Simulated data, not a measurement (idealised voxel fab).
Title: Process Module voxel wiring stack
Square cells of 5 nm make up the cross-section cut, whose width is 205 nm.
Cross-section, as written here: a square-cell grid given band by band from the top down, where a band holds one or more rows of cells.
Heights first: top, then bottom, in nm. Then materials, left to right, each with a width in nm. "edge to edge" on a single material: fills the band edge to edge. "empty": empty space.
All heights in this document are referenced to 0, defined as the level beneath which the wafer, as received, consists entirely of one material. The lowest band is not bounded below; it extends indefinitely downward and is written in the form "0 nm and below".
The expression "30->40" gives the width at the extremes of the band, the first number at its top row of cells and the second at its bottom row, with the width changing by equal amounts from each row to the next in between.
Reading "remained unchanged" for a step: not a cell of the cross-section changed in it.
"Closed cavities": sealed empty spaces, 8 cells or more, no open way to top, listed width x height at distance, with distance from the left edge and width, height and distance in nm.
It should be noted that, on the line of a given step, the content following the step's settings is a remark produced by the simulator itself with respect to that step.
overlay nm: mask right of planned place by this much (step with mask). Neg. = left.

Below is the list of planned process steps:
- 1: RECEIVE, material Si
- 2: CONFORMAL_DEP, material SiO2, thk nm 10
- 3: DIRECTIONAL_DEP, material TiN, thk nm 5
- 4: DIRECTIONAL_DEP, material W, thk nm 20
- 5: PATTERN, tone cover, mask id METAL_1, material resist, width nm 30, pitch nm 50, thk nm 20, overlay nm 0
- 6: DIRECTIONAL_ETCH, etch materials W, depth nm 20
- 7: DIRECTIONAL_ETCH, etch materials TiN, depth nm 5
- 8: STRIP, etch materials resist
- 9: FILL_DEP, material SiO2, thk nm 10
- 10: CMP, height nm 35
- 11: CONFORMAL_DEP, material SiCN, thk nm 5
- 12: DIRECTIONAL_DEP, material lowk, thk nm 30
- 13: PATTERN, tone open, mask id METAL_2_HOLES, material resist, width nm 15, pitch nm 50, thk nm 20, overlay nm 0
- 14: DIRECTIONAL_ETCH, etch materials lowk, depth nm 30
- 15: STRIP, etch materials resist
- 16: PATTERN, tone open, mask id METAL_2, material resist, width nm 30, pitch nm 50, thk nm 15, overlay nm 0
- 17: DIRECTIONAL_ETCH, etch materials lowk, depth nm 15
- 18: DIRECTIONAL_ETCH, etch materials SiCN, depth nm 5
- 19: STRIP, etch materials resist
- 20: CONFORMAL_DEP, material TiN, thk nm 5
- 21: FILL_DEP, material Ru, thk nm 5
- 22: CMP, height nm 70
- 23: CONFORMAL_DEP, material SiCN, thk nm 5
- 24: DIRECTIONAL_DEP, material SiO2, thk nm 25
- 25: PATTERN, tone open, mask id METAL_3_HOLES, material resist, width nm 15, pitch nm 50, thk nm 20, overlay nm 0
- 26: DIRECTIONAL_ETCH, etch materials SiO2, depth nm 25
- 27: STRIP, etch materials resist
- 28: DIRECTIONAL_DEP, material aC, thk nm 15
- 29: PATTERN, tone open, mask id METAL_3, material resist, width nm 30, pitch nm 50, thk nm 35, overlay nm 0
- 30: DIRECTIONAL_ETCH, etch materials aC, depth nm 15
- 31: STRIP, etch materials resist
- 32: DIRECTIONAL_ETCH, etch materials SiO2, depth nm 15
- 33: DIRECTIONAL_ETCH, etch materials SiCN, depth nm 5
- 34: STRIP, etch materials aC
- 35: CONFORMAL_DEP, material TiN, thk nm 5
- 36: FILL_DEP, material Cu, thk nm 10
- 37: CMP, height nm 100
- 38: CONFORMAL_DEP, material SiCN, thk nm 5
- 39: DIRECTIONAL_DEP, material lowk, thk nm 35
- 40: DIRECTIONAL_DEP, material aC, thk nm 15
- 41: PATTERN, tone open, mask id METAL_4, material resist, width nm 30, pitch nm 50, thk nm 30, overlay nm 0
- 42: DIRECTIONAL_ETCH, etch materials aC, depth nm 15
- 43: STRIP, etch materials resist
- 44: DIRECTIONAL_ETCH, etch materials lowk, depth nm 20
- 45: STRIP, etch materials aC
- 46: PATTERN, tone open, mask id METAL_4_HOLES, material resist, width nm 15, pitch nm 50, thk nm 20, overlay nm 0
- 47: DIRECTIONAL_ETCH, etch materials lowk, depth nm 15
- 48: DIRECTIONAL_ETCH, etch materials SiCN, depth nm 5
- 49: STRIP, etch materials resist
- 50: CONFORMAL_DEP, material TiN, thk nm 5
- 51: FILL_DEP, material Ru, thk nm 5
- 52: CMP, height nm 140
- 53: CONFORMAL_DEP, material SiCN, thk nm 5

Cross-section of the incoming wafer, state after step 1:
  0 nm and below: Si edge to edge
  Closed cavities: none

First wafer at the end, as planned:
  145 nm to 140 nm: SiCN edge to edge
  140 nm to 125 nm: lowk=60, then TiN=5, then Ru=20, then TiN=5, then lowk=20, then TiN=5, then Ru=20, then TiN=5, then lowk=65
  125 nm to 120 nm: lowk=60, then TiN=5, then Ru=5, then TiN=20, then lowk=20, then TiN=5, then Ru=5, then TiN=20, then lowk=65
  120 nm to 105 nm: lowk=60, then TiN=5, then Ru=5, then TiN=5, then lowk=35, then TiN=5, then Ru=5, then TiN=5, then lowk=80
  105 nm to 100 nm: SiCN=60, then TiN=15, then SiCN=35, then TiN=15, then SiCN=80
  100 nm to 90 nm: SiO2=60, then TiN=5, then Cu=20, then TiN=5, then SiO2=20, then TiN=5, then Cu=20, then TiN=5, then SiO2=65
  90 nm to 85 nm: SiO2=60, then TiN=5, then Cu=5, then TiN=20, then SiO2=20, then TiN=5, then Cu=5, then TiN=20, then SiO2=65
  85 nm to 75 nm: SiO2=60, then TiN=5, then Cu=5, then TiN=5, then SiO2=35, then TiN=5, then Cu=5, then TiN=5, then SiO2=80
  75 nm to 70 nm: SiCN=60, then TiN=15, then SiCN=35, then TiN=15, then SiCN=80
  70 nm to 60 nm: lowk=60, then TiN=5, then Ru=20, then TiN=5, then lowk=20, then TiN=5, then Ru=20, then TiN=5, then lowk=65
  60 nm to 55 nm: lowk=60, then TiN=5, then Ru=5, then TiN=20, then lowk=20, then TiN=5, then Ru=5, then TiN=20, then lowk=65
  55 nm to 40 nm: lowk=60, then TiN=5, then Ru=5, then TiN=5, then lowk=35, then TiN=5, then Ru=5, then TiN=5, then lowk=80
  40 nm to 35 nm: SiCN=60, then TiN=15, then SiCN=35, then TiN=15, then SiCN=80
  35 nm to 15 nm: SiO2=60, then W=30, then SiO2=20, then W=30, then SiO2=65
  15 nm to 10 nm: SiO2=60, then TiN=30, then SiO2=20, then TiN=30, then SiO2=65
  10 nm to 0 nm: SiO2 edge to edge
  0 nm and below: Si edge to edge
  Closed cavities: none

Second wafer cross-section at end of module - shared start and plan with the first, one mistake in the run:
  145 nm to 140 nm: SiCN edge to edge
  140 nm to 125 nm: lowk=60, then TiN=5, then Ru=20, then TiN=5, then lowk=20, then TiN=5, then Ru=20, then TiN=5, then lowk=65
  125 nm to 120 nm: lowk=60, then TiN=5, then Ru=5, then TiN=20, then lowk=20, then TiN=5, then Ru=5, then TiN=20, then lowk=65
  120 nm to 105 nm: lowk=60, then TiN=5, then Ru=5, then TiN=5, then lowk=35, then TiN=5, then Ru=5, then TiN=5, then lowk=80
  105 nm to 100 nm: SiCN=60, then TiN=15, then SiCN=35, then TiN=15, then SiCN=80
  100 nm to 90 nm: SiO2=60, then TiN=5, then Cu=20, then TiN=5, then SiO2=20, then TiN=5, then Cu=20, then TiN=5, then SiO2=65
  90 nm to 85 nm: SiO2=60, then TiN=5, then Cu=5, then TiN=20, then SiO2=20, then TiN=5, then Cu=5, then TiN=20, then SiO2=65
  85 nm to 75 nm: SiO2=60, then TiN=5, then Cu=5, then TiN=5, then SiO2=35, then TiN=5, then Cu=5, then TiN=5, then SiO2=80
  75 nm to 70 nm: SiCN=60, then TiN=15, then SiCN=35, then TiN=15, then SiCN=80
  70 nm to 40 nm: lowk=60, then TiN=5, then Ru=20, then TiN=5, then lowk=20, then TiN=5, then Ru=20, then TiN=5, then lowk=65
  40 nm to 35 nm: SiCN=60, then TiN=30, then SiCN=20, then TiN=30, then SiCN=65
  35 nm to 15 nm: SiO2=60, then W=30, then SiO2=20, then W=30, then SiO2=65
  15 nm to 10 nm: SiO2=60, then TiN=30, then SiO2=20, then TiN=30, then SiO2=65
  10 nm to 0 nm: SiO2 edge to edge
  0 nm and below: Si edge to edge
  Closed cavities: none
What went wrong in running the wafer? yeah, plan step 17 got run twice
Final wafer comparison in cells, second versus first, more or fewer per material: 24 more of Ru; 6 fewer of SiCN; 18 fewer of lowk
